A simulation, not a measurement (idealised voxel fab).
Process module heading - voxel gate over fins
Square cell edge 5 nm, section width 225 nm, ID cut.
This document writes a cross-section as a grid whose cells are square, and gives it as bands, listed from the top down; one or more rows of cells form a band. The band entry comprises the height of the band's top followed by the height of its bottom, expressed in nm, and subsequently the band's materials from left to right, each stated together with its width in nm. Where a single material is marked with the word "full width", that material fills the band from edge to edge. The word "blank" represents empty space. Zero point of the height axis is 0; under it, received wafer = one material. Lowest band: continues down indefinitely, "0 -> down". It should be noted that a width expressed as "30 to 40" varies in equal increments from row to row of cells within the band, taking the value of the first number at the top row and that of the second number at the bottom row. "nothing changed" (step): cross-section cells unchanged, all of them. What "Enclosed internal cavities" gives you is every empty space of 8 cells or more that is cut off from the top. Each appears as width x height at distance, with the distance taken from the left edge and width, height and distance all in nm. If you see something after the settings on a step's line, that's the simulator's own remark about that step. "overlay nm" answers the question of how far to the right of plan the mask lay on a step that has a mask, and when it is negative the answer is to the left.

-- The planned process steps are enumerated hereunder
1 RECEIVE [material Si]
2 CONFORMAL_DEP [material SiN] [thk nm 5]
3 PATTERN [tone cover] [mask id FINS] [material resist] [width nm 15] [pitch nm 45] [thk nm 15] [overlay nm 0]
4 DIRECTIONAL_ETCH [etch materials SiN] [depth nm 5]
5 DIRECTIONAL_ETCH [etch materials Si] [depth nm 30]
6 STRIP [etch materials resist]
7 OXIDIZE [depth nm 5]
8 FILL_DEP [material SiO2] [thk nm 10]
9 CMP [height nm 5]
10 SELECTIVE_ETCH [etch materials SiO2] [depth nm 20]
11 STRIP [etch materials SiN]
12 CONFORMAL_DEP [material HfO2] [thk nm 5]
13 CONFORMAL_DEP [material TiN] [thk nm 5]
14 CONFORMAL_DEP [material TiAl] [thk nm 5]
15 CONFORMAL_DEP [material TiN] [thk nm 5]
16 FILL_DEP [material W] [thk nm 15]
17 CMP [height nm 30]
18 CONFORMAL_DEP [material SiCN] [thk nm 5]

-- Here's what the wafer looked like in cross-section when it arrived - that's after step 1
	0 -> down | Si full width
	Enclosed internal cavities: none

-- Wafer cross-section at module end: first of two, run to plan
	35 -> 30 | SiCN full width
	30 -> 20 | W full width
	20 -> 15 | 20 of W; 180 of TiN; 25 of W
	15 -> 10 | 20 of W; 5 of TiN; 35 of TiAl; 10 of TiN; 35 of TiAl; 10 of TiN; 35 of TiAl; 10 of TiN; 35 of TiAl; 5 of TiN; 25 of W
	10 -> 5 | 20 of W; 5 of TiN; 5 of TiAl; 25 of TiN; 5 of TiAl; 10 of TiN; 5 of TiAl; 25 of TiN; 5 of TiAl; 10 of TiN; 5 of TiAl; 25 of TiN; 5 of TiAl; 10 of TiN; 5 of TiAl; 25 of TiN; 5 of TiAl; 5 of TiN; 25 of W
	5 -> 0 | 25 of TiN; 5 of TiAl; 5 of TiN; 15 of HfO2; 5 of TiN; 5 of TiAl; 10 of TiN; 5 of TiAl; 5 of TiN; 15 of HfO2; 5 of TiN; 5 of TiAl; 10 of TiN; 5 of TiAl; 5 of TiN; 15 of HfO2; 5 of TiN; 5 of TiAl; 10 of TiN; 5 of TiAl; 5 of TiN; 15 of HfO2; 5 of TiN; 5 of TiAl; 30 of TiN
	0 -> -5 | 30 of TiAl; 5 of TiN; 5 of HfO2; 5 of Si; 5 of HfO2; 5 of TiN; 20 of TiAl; 5 of TiN; 5 of HfO2; 5 of Si; 5 of HfO2; 5 of TiN; 20 of TiAl; 5 of TiN; 5 of HfO2; 5 of Si; 5 of HfO2; 5 of TiN; 20 of TiAl; 5 of TiN; 5 of HfO2; 5 of Si; 5 of HfO2; 5 of TiN; 35 of TiAl
	-5 -> -10 | 35 of TiN; 5 of HfO2; 5 of Si; 5 of HfO2; 30 of TiN; 5 of HfO2; 5 of Si; 5 of HfO2; 30 of TiN; 5 of HfO2; 5 of Si; 5 of HfO2; 30 of TiN; 5 of HfO2; 5 of Si; 5 of HfO2; 40 of TiN
	-10 -> -15 | 40 of HfO2; 5 of Si; 40 of HfO2; 5 of Si; 40 of HfO2; 5 of Si; 40 of HfO2; 5 of Si; 45 of HfO2
	-15 -> -35 | 40 of SiO2; 5 of Si; 40 of SiO2; 5 of Si; 40 of SiO2; 5 of Si; 40 of SiO2; 5 of Si; 45 of SiO2
	-35 -> down | Si full width
	Enclosed internal cavities: none

-- Now the second wafer, cross-sectioned at the end of the module. Nothing different at the start, nothing different in the plan compared with the first, just one mistake when it was actually run
	35 -> 30 | SiCN full width
	30 -> 25 | 10 of W; 200 of TiN; 15 of W
	25 -> 15 | 10 of W; 5 of TiN; 190 of TiAl; 5 of TiN; 15 of W
	15 -> 10 | 15 of TiN; 190 of TiAl; 20 of TiN
	10 -> 5 | 30 of TiAl; 25 of TiN; 20 of TiAl; 25 of TiN; 20 of TiAl; 25 of TiN; 20 of TiAl; 25 of TiN; 35 of TiAl
	5 -> 0 | 30 of TiAl; 5 of TiN; 15 of HfO2; 5 of TiN; 20 of TiAl; 5 of TiN; 15 of HfO2; 5 of TiN; 20 of TiAl; 5 of TiN; 15 of HfO2; 5 of TiN; 20 of TiAl; 5 of TiN; 15 of HfO2; 5 of TiN; 35 of TiAl
	0 -> -5 | 30 of TiAl; 5 of TiN; 5 of HfO2; 5 of Si; 5 of HfO2; 5 of TiN; 20 of TiAl; 5 of TiN; 5 of HfO2; 5 of Si; 5 of HfO2; 5 of TiN; 20 of TiAl; 5 of TiN; 5 of HfO2; 5 of Si; 5 of HfO2; 5 of TiN; 20 of TiAl; 5 of TiN; 5 of HfO2; 5 of Si; 5 of HfO2; 5 of TiN; 35 of TiAl
	-5 -> -10 | 35 of TiN; 5 of HfO2; 5 of Si; 5 of HfO2; 30 of TiN; 5 of HfO2; 5 of Si; 5 of HfO2; 30 of TiN; 5 of HfO2; 5 of Si; 5 of HfO2; 30 of TiN; 5 of HfO2; 5 of Si; 5 of HfO2; 40 of TiN
	-10 -> -15 | 40 of HfO2; 5 of Si; 40 of HfO2; 5 of Si; 40 of HfO2; 5 of Si; 40 of HfO2; 5 of Si; 45 of HfO2
	-15 -> -35 | 40 of SiO2; 5 of Si; 40 of SiO2; 5 of Si; 40 of SiO2; 5 of Si; 40 of SiO2; 5 of Si; 45 of SiO2
	-35 -> down | Si full width
	Enclosed internal cavities: none
Which mistake was made when the wafer was run? step 14 went in with a setting other than planned; the actual run was CONFORMAL_DEP [material TiAl] [thk nm 15]
at the end the second wafer has, in cells: TiAl: 120 more; TiN: 18 fewer; W: 102 fewer
